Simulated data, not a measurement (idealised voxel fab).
process module | voxel wiring stack
cross-section cut | 240 nm wide | cells 5 nm
A cross-section is a grid of square cells, given in bands from the top down. A band is one or more rows of cells.
Each band's line starts with the height of the band's top and of its bottom, in nm. Then come its materials from left to right, each with its width in nm. One material with "throughout" fills the band from edge to edge. "air" is empty space.
Height 0 is the level under which the wafer as received is all one material. The lowest band goes on downwards, as in "0 down".
A width such as "30 to 40" changes by the same amount from each row of cells to the next, from the band's top row to its bottom row.
"no change" after a step means that no cell of the cross-section changed.
closed voids: empty space of 8 cells or more with no open way to the top, each as width x height at its distance from the left edge, in nm
after a step's settings: what the simulator itself notes on the step
overlay nm, on a step with a mask: how far to the right of its planned place the mask lay; to the left if negative
plan
1 op RECEIVE | material Si
2 op CONFORMAL_DEP | material SiO2 | thk nm 10
3 op DIRECTIONAL_DEP | material TiN | thk nm 5
4 op DIRECTIONAL_DEP | material W | thk nm 25
5 op DIRECTIONAL_DEP | material aC | thk nm 15
6 op PATTERN | tone cover | mask id METAL_1 | material resist | width nm 25 | pitch nm 40 | thk nm 30 | overlay nm 0
7 op DIRECTIONAL_ETCH | etch materials aC | depth nm 15
8 op STRIP | etch materials resist
9 op DIRECTIONAL_ETCH | etch materials W | depth nm 25
10 op DIRECTIONAL_ETCH | etch materials TiN | depth nm 5
11 op STRIP | etch materials aC
12 op CONFORMAL_DEP | material SiCN | thk nm 5
13 op FILL_DEP | material lowk | thk nm 5
14 op CMP | height nm 40
15 op CONFORMAL_DEP | material SiCN | thk nm 5
16 op DIRECTIONAL_DEP | material SiO2 | thk nm 20
17 op MASKED_ETCH | tone open | mask id PLUG_1 | width nm 15 | pitch nm 80 | etch materials SiO2 | depth nm 20 | overlay nm 0
18 op MASKED_ETCH | tone open | mask id PLUG_1 | width nm 15 | pitch nm 80 | etch materials SiCN | depth nm 5 | overlay nm 0
19 op EPI | material Ru | thk nm 10
20 op EPI | material Ru | thk nm 10
21 op EPI | material Ru | thk nm 5
22 op CONFORMAL_DEP | material SiN | thk nm 5
23 op DIRECTIONAL_DEP | material lowk | thk nm 20
24 op DIRECTIONAL_DEP | material aC | thk nm 15
25 op PATTERN | tone open | mask id METAL_2 | material resist | width nm 25 | pitch nm 40 | thk nm 35 | overlay nm 0
26 op DIRECTIONAL_ETCH | etch materials aC | depth nm 15
27 op STRIP | etch materials resist
28 op DIRECTIONAL_ETCH | etch materials lowk | depth nm 20
29 op DIRECTIONAL_ETCH | etch materials SiN | depth nm 5
30 op STRIP | etch materials aC
31 op CONFORMAL_DEP | material TiN | thk nm 5
32 op FILL_DEP | material Cu | thk nm 10
33 op CMP | height nm 90
34 op EPI | material Ru | thk nm 5
35 op FILL_DEP | material SiCN | thk nm 5
as received, after step 1
  0 down: Si throughout
  closed voids: none
a wafer at the end: this start, this plan, one mistake
  95 to 90: air 40 | Ru 35 | air 5 | Ru 35 | air 5 | Ru 35 | air 5 | Ru 35 | air 45
  90 to 70: lowk 45 | TiN 5 | Cu 15 | TiN 5 | lowk 15 | TiN 5 | Cu 15 | TiN 5 | lowk 15 | TiN 5 | Cu 15 | TiN 5 | lowk 15 | TiN 5 | Cu 15 | TiN 5 | lowk 50
  70 to 65: SiN 45 | TiN 25 | SiN 15 | TiN 25 | SiN 15 | TiN 25 | SiN 15 | TiN 25 | SiN 50
  65 to 45: SiO2 45 | Ru 15 | SiO2 65 | Ru 15 | SiO2 100
  45 to 40: SiCN 45 | Ru 15 | SiCN 65 | Ru 15 | SiCN 100
  40 to 15: lowk 40 | SiCN 5 | W 25 | SiCN 5 | lowk 5 | SiCN 5 | W 25 | SiCN 5 | lowk 5 | SiCN 5 | W 25 | SiCN 5 | lowk 5 | SiCN 5 | W 25 | SiCN 5 | lowk 45
  15 to 10: SiCN 45 | TiN 25 | SiCN 15 | TiN 25 | SiCN 15 | TiN 25 | SiCN 15 | TiN 25 | SiCN 50
  10 to 0: SiO2 throughout
  0 down: Si throughout
  closed voids: none
what went wrong: step 35 was left out
